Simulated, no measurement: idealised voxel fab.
process module | voxel released beams
This is section cut - it's 160 nm across, gridded in 5 nm square cells.
Just so we're on the same page, the cross-sections are grids of square cells, and they're listed out in bands top to bottom, each band one or more rows deep. This entry defines a band. It first specifies the height of the band's top and the height of its bottom in nm, and then specifies the band's materials from left to right, stating each material with its width in nm. The word "everywhere" identifies a single material that fills the band from edge to edge, while the word "air" identifies empty space. Beneath 0, the wafer as received is one material, and that level is where height counting begins. The lowest band goes on downward without a bottom; it is written like "top 0, no bottom". A width given as "30..40" starts at the first number in the band's top row and ends at the second number in its bottom row, shifting by an equal amount at every step from row to row. A step reported as "changes: none" is a step in which no cell of the cross-section changed. "Enclosed void entries" contains a list of empty spaces, each no smaller than 8 cells and without an open way to the top, written in the form width x height at distance with the distance from the left edge and all three in nm. Anything after a step's settings on that line? It's the simulator's own note about the step. overlay nm: where the mask lay relative to plan, measured to the right, on steps with a mask; negatives go left.

## The process steps that were planned are listed below
1,RECEIVE: material Si
2,CONFORMAL_DEP: material Al2O3, thk nm 5
3,DIRECTIONAL_DEP: material SiO2, thk nm 10
4,DIRECTIONAL_DEP: material aC, thk nm 15
5,PATTERN: tone open, mask id ANCHOR, material resist, width nm 25, thk nm 30, overlay nm 0
6,DIRECTIONAL_ETCH: etch materials aC, depth nm 15
7,STRIP: etch materials resist
8,DIRECTIONAL_ETCH: etch materials SiO2, depth nm 10
9,STRIP: etch materials aC
10,CONFORMAL_DEP: material polySi, thk nm 10
11,DIRECTIONAL_DEP: material aC, thk nm 10
12,PATTERN: tone cover, mask id BEAM, material resist, width nm 85, thk nm 25, overlay nm 0
13,DIRECTIONAL_ETCH: etch materials aC, depth nm 10
14,STRIP: etch materials resist
15,DIRECTIONAL_ETCH: etch materials polySi, depth nm 10
16,STRIP: etch materials aC
17,STRIP: etch materials SiO2

## First of two wafers, with the run carried out as planned

## Incoming wafer, cross-sectional view, post step 1
- top 0, no bottom  Si everywhere
- Enclosed void entries: none

## State of the wafer after step 2, shown in cross-section
- top 5, bottom 0  Al2O3 everywhere
- Note: structure below 0 unchanged.

## State of the wafer after step 3, shown in cross-section
- top 15, bottom 5  SiO2 everywhere
- Note: structure below 5 unchanged.

## State of the wafer after step 4, shown in cross-section
- top 30, bottom 15  aC everywhere
- Note: structure below 15 unchanged.

## State of the wafer after step 5, shown in cross-section
- top 60, bottom 30  40 of resist | 25 of air | 95 of resist
- Note: structure below 30 unchanged.

## State of the wafer after step 6, shown in cross-section
- top 45, bottom 30  40 of resist | 25 of air | 95 of resist
- top 30, bottom 15  40 of aC | 25 of air | 95 of aC
- Note: structure below 15 unchanged.

## State of the wafer after step 7, shown in cross-section
- top 30, bottom 15  40 of aC | 25 of air | 95 of aC
- Note: structure below 15 unchanged.

## State of the wafer after step 8, shown in cross-section
- top 30, bottom 15  40 of aC | 25 of air | 95 of aC
- top 15, bottom 5  40 of SiO2 | 25 of air | 95 of SiO2
- Note: structure below 5 unchanged.

## State of the wafer after step 9, shown in cross-section
- top 15, bottom 5  40 of SiO2 | 25 of air | 95 of SiO2
- Note: structure below 5 unchanged.

## State of the wafer after step 10, shown in cross-section
- top 25, bottom 15  50 of polySi | 5 of air | 105 of polySi
- top 15, bottom 5  40 of SiO2 | 25 of polySi | 95 of SiO2
- Note: structure below 5 unchanged.

## State of the wafer after step 11, shown in cross-section
- top 35, bottom 25  50 of aC | 5 of air | 105 of aC
- top 25, bottom 15  50 of polySi | 5 of aC | 105 of polySi
- Note: structure below 15 unchanged.

## State of the wafer after step 12, shown in cross-section
- top 60, bottom 35  35 of air | 85 of resist | 40 of air
- top 35, bottom 25  50 of aC | 5 of resist | 105 of aC
- Note: structure below 25 unchanged.

## State of the wafer after step 13, shown in cross-section
- top 50, bottom 35  35 of air | 85 of resist | 40 of air
- top 35, bottom 25  35 of air | 15 of aC | 5 of resist | 65 of aC | 40 of air
- Note: structure below 25 unchanged.

## State of the wafer after step 14, shown in cross-section
- top 35, bottom 25  35 of air | 15 of aC | 5 of air | 65 of aC | 40 of air
- Note: structure below 25 unchanged.

## State of the wafer after step 15, shown in cross-section
- top 35, bottom 25  35 of air | 15 of aC | 5 of air | 65 of aC | 40 of air
- top 25, bottom 15  35 of air | 15 of polySi | 5 of aC | 65 of polySi | 40 of air
- Note: structure below 15 unchanged.

## State of the wafer after step 16, shown in cross-section
- top 25, bottom 15  35 of air | 15 of polySi | 5 of air | 65 of polySi | 40 of air
- Note: structure below 15 unchanged.

## State of the wafer after step 17, shown in cross-section
- top 25, bottom 15  35 of air | 15 of polySi | 5 of air | 65 of polySi | 40 of air
- top 15, bottom 5  40 of air | 25 of polySi | 95 of air
- Note: structure below 5 unchanged.

## Notes, second wafer: start = first wafer's, plan = first wafer's, execution had one mistake; history identical to first through step 4

## Look at the second wafer in cross-section at the time step 5 ought to have finished
- top 60, bottom 30  30 of resist | 25 of air | 105 of resist
- Note: structure below 30 unchanged.

## Look at the second wafer in cross-section at the time step 6 ought to have finished
- top 45, bottom 30  30 of resist | 25 of air | 105 of resist
- top 30, bottom 15  30 of aC | 25 of air | 105 of aC
- Note: structure below 15 unchanged.

## Look at the second wafer in cross-section at the time step 7 ought to have finished
- top 30, bottom 15  30 of aC | 25 of air | 105 of aC
- Note: structure below 15 unchanged.

## Look at the second wafer in cross-section at the time step 8 ought to have finished
- top 30, bottom 15  30 of aC | 25 of air | 105 of aC
- top 15, bottom 5  30 of SiO2 | 25 of air | 105 of SiO2
- Note: structure below 5 unchanged.

## Look at the second wafer in cross-section at the time step 9 ought to have finished
- top 15, bottom 5  30 of SiO2 | 25 of air | 105 of SiO2
- Note: structure below 5 unchanged.

## Look at the second wafer in cross-section at the time step 10 ought to have finished
- top 25, bottom 15  40 of polySi | 5 of air | 115 of polySi
- top 15, bottom 5  30 of SiO2 | 25 of polySi | 105 of SiO2
- Note: structure below 5 unchanged.

## Look at the second wafer in cross-section at the time step 11 ought to have finished
- top 35, bottom 25  40 of aC | 5 of air | 115 of aC
- top 25, bottom 15  40 of polySi | 5 of aC | 115 of polySi
- Note: structure below 15 unchanged.

## Look at the second wafer in cross-section at the time step 12 ought to have finished
- top 60, bottom 35  35 of air | 85 of resist | 40 of air
- top 35, bottom 25  40 of aC | 5 of resist | 115 of aC
- Note: structure below 25 unchanged.

## Look at the second wafer in cross-section at the time step 13 ought to have finished
- top 50, bottom 35  35 of air | 85 of resist | 40 of air
- top 35, bottom 25  35 of air | 5 of aC | 5 of resist | 75 of aC | 40 of air
- Note: structure below 25 unchanged.

## Look at the second wafer in cross-section at the time step 14 ought to have finished
- top 35, bottom 25  35 of air | 5 of aC | 5 of air | 75 of aC | 40 of air
- Note: structure below 25 unchanged.

## Look at the second wafer in cross-section at the time step 15 ought to have finished
- top 35, bottom 25  35 of air | 5 of aC | 5 of air | 75 of aC | 40 of air
- top 25, bottom 15  35 of air | 5 of polySi | 5 of aC | 75 of polySi | 40 of air
- Note: structure below 15 unchanged.

## Look at the second wafer in cross-section at the time step 16 ought to have finished
- top 25, bottom 15  35 of air | 5 of polySi | 5 of air | 75 of polySi | 40 of air
- Note: structure below 15 unchanged.

## Look at the second wafer in cross-section at the time step 17 ought to have finished
- top 25, bottom 15  35 of air | 5 of polySi | 5 of air | 75 of polySi | 40 of air
- top 15, bottom 5  30 of air | 25 of polySi | 105 of air
- Note: structure below 5 unchanged.
Here's what went sideways: note that step 5 departed from the planned setting and was carried out as PATTERN: tone open, mask id ANCHOR, material resist, width nm 25, thk nm 30, overlay nm -10
Same inventory, different map: at the end, the second wafer holds as many cells of each material as the first, placed elsewhere.
